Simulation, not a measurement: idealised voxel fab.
Process module under the name voxel ribs on slabs
Section shown: cut. Width: 285 nm. Cell size: 5 nm, square.
Throughout this document, each cross-section is represented as a grid of square cells and is presented as a sequence of bands enumerated from the top downward, where a band comprises one or more rows of cells. Heights first: top, then bottom, in nm. Then materials, left to right, each with a width in nm. "edge to edge" on a single material: fills the band edge to edge. "empty": empty space. Height 0 is the level under which the wafer as received is all one material. The lowest band goes on downwards, as in "0 -> down". Width: "30->40" (first number = top row, second number = bottom row, same change from row to row of cells). Given "remains unaltered" for a step, no cell of the cross-section differs between before and after that step. Listed in "Closed void inventory": every empty space of 8 or more cells without an open way to the top. Form: width x height at distance, the distance being from the left edge, all in nm. Note: text after step settings on the step line = simulator remark on that step. overlay nm: where the mask lay relative to plan, measured to the right, on steps with a mask; negatives go left.

Process steps - plan
1,RECEIVE: material Si
2,DIRECTIONAL_DEP: material SiO2, thk nm 30
3,DIRECTIONAL_DEP: material SiN, thk nm 25
4,DIRECTIONAL_DEP: material aC, thk nm 10
5,PATTERN: tone cover, mask id RIB, material resist, width nm 30, thk nm 25, overlay nm 0
6,DIRECTIONAL_ETCH: etch materials aC, depth nm 10
7,STRIP: etch materials resist
8,DIRECTIONAL_ETCH: etch materials SiN, depth nm 5
9,STRIP: etch materials aC
10,MASKED_ETCH: tone cover, mask id SLAB, width nm 60, etch materials SiN, depth nm 20, overlay nm 0
11,FILL_DEP: material SiO2, thk nm 25
12,CMP: height nm 70
13,DIRECTIONAL_DEP: material TiN, thk nm 10
14,PATTERN: tone cover, mask id HEATER, material resist, width nm 40, thk nm 20, overlay nm 0
15,DIRECTIONAL_ETCH: etch materials TiN, depth nm 10
16,STRIP: etch materials resist
17,CONFORMAL_DEP: material SiN, thk nm 5

Wafer at receipt (post step 1), cross-section
	0 -> down | Si edge to edge
	Closed void inventory: none

Cross-sectional image of the first of two wafers at the end of the module, the run having proceeded as planned
	85 -> 80 | empty (115), then SiN (50), then empty (120)
	80 -> 75 | empty (115), then SiN (5), then TiN (40), then SiN (5), then empty (120)
	75 -> 70 | SiN (120), then TiN (40), then SiN (125)
	70 -> 55 | SiO2 edge to edge
	55 -> 50 | SiO2 (125), then SiN (30), then SiO2 (130)
	50 -> 30 | SiO2 (110), then SiN (60), then SiO2 (115)
	30 -> 0 | SiO2 edge to edge
	0 -> down | Si edge to edge
	Closed void inventory: none

second wafer at the end: like start, like plan, one mistake
	85 -> 80 | empty (115), then SiN (50), then empty (120)
	80 -> 75 | empty (115), then SiN (5), then TiN (40), then SiN (5), then empty (120)
	75 -> 70 | SiN (120), then TiN (40), then SiN (125)
	70 -> 55 | SiO2 edge to edge
	55 -> 50 | SiO2 (125), then SiN (30), then SiO2 (130)
	50 -> 30 | SiO2 (110), then SiN (65), then SiO2 (110)
	30 -> 0 | SiO2 edge to edge
	0 -> down | Si edge to edge
	Closed void inventory: none
Diagnosis: it should be noted that step 10 was executed with settings other than those planned, the operation and settings actually applied being MASKED_ETCH: tone cover, mask id SLAB, width nm 65, etch materials SiN, depth nm 20, overlay nm 0
Count the cells at the end and the second wafer has more or fewer of some materials than the first: SiN: 4 more | SiO2: 4 fewer
